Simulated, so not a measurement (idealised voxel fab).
process module | voxel self aligned vias
cross-section cut | 260 nm wide | cells 5 nm
A cross-section is a grid of square cells, given in bands from the top down. A band is one or more rows of cells.
Each band's line starts with the height of the band's top and of its bottom, in nm. Then come its materials from left to right, each with its width in nm. One material with "throughout" fills the band from edge to edge. "air" is empty space.
Height 0 is the level under which the wafer as received is all one material. The lowest band goes on downwards, as in "0 down".
A width such as "30 to 40" changes by the same amount from each row of cells to the next, from the band's top row to its bottom row.
"no change" after a step means that no cell of the cross-section changed.
closed voids: empty space of 8 cells or more with no open way to the top, each as width x height at its distance from the left edge, in nm
after a step's settings: what the simulator itself notes on the step
overlay nm, on a step with a mask: how far to the right of its planned place the mask lay; to the left if negative
plan
1 op RECEIVE | material Si
2 op CONFORMAL_DEP | material SiO2 | thk nm 15
3 op CONFORMAL_DEP | material SiCN | thk nm 5
4 op DIRECTIONAL_DEP | material SiO2 | thk nm 20
5 op DIRECTIONAL_DEP | material aC | thk nm 10
6 op PATTERN | tone open | mask id LINES | material resist | width nm 30 | pitch nm 60 | thk nm 25 | overlay nm 0
7 op DIRECTIONAL_ETCH | etch materials aC | depth nm 10
8 op STRIP | etch materials resist
9 op DIRECTIONAL_ETCH | etch materials SiO2 | depth nm 20
10 op STRIP | etch materials aC
11 op CONFORMAL_DEP | material TiN | thk nm 5
12 op FILL_DEP | material Ru | thk nm 5
13 op CMP | height nm 40
14 op SELECTIVE_ETCH | etch materials W Ru TiN | depth nm 5
15 op FILL_DEP | material SiN | thk nm 10
16 op CMP | height nm 40
17 op DIRECTIONAL_DEP | material SiO2 | thk nm 15
18 op MASKED_ETCH | tone open | mask id VIAS | width nm 40 | pitch nm 120 | etch materials SiO2 | depth nm 15 | overlay nm 0
19 op MASKED_ETCH | tone open | mask id VIAS | width nm 40 | pitch nm 120 | etch materials SiN | depth nm 5 | overlay nm 0
20 op CONFORMAL_DEP | material TiN | thk nm 5
21 op FILL_DEP | material Ru | thk nm 10
22 op CMP | height nm 55
23 op CONFORMAL_DEP | material SiN | thk nm 5
as received, after step 1
  0 down: Si throughout
  closed voids: none
a wafer at the end: this start, this plan, one mistake
  60 to 55: SiN throughout
  55 to 45: SiO2 50 | TiN 5 | Ru 30 | TiN 5 | SiO2 80 | TiN 5 | Ru 30 | TiN 5 | SiO2 50
  45 to 40: SiO2 50 | TiN 5 | Ru 15 | TiN 20 | SiO2 80 | TiN 5 | Ru 15 | TiN 20 | SiO2 50
  40 to 35: SiO2 45 | SiN 5 | TiN 25 | SiO2 30 | SiN 30 | SiO2 30 | SiN 5 | TiN 25 | SiO2 65
  35 to 25: SiO2 45 | TiN 5 | Ru 20 | TiN 5 | SiO2 30 | TiN 5 | Ru 20 | TiN 5 | SiO2 30 | TiN 5 | Ru 20 | TiN 5 | SiO2 65
  25 to 20: SiO2 45 | TiN 30 | SiO2 30 | TiN 30 | SiO2 30 | TiN 30 | SiO2 65
  20 to 15: SiCN throughout
  15 to 0: SiO2 throughout
  0 down: Si throughout
  closed voids: none
what went wrong: step 6 ran as: op PATTERN | tone open | mask id LINES | material resist | width nm 30 | pitch nm 60 | thk nm 25 | overlay nm -10
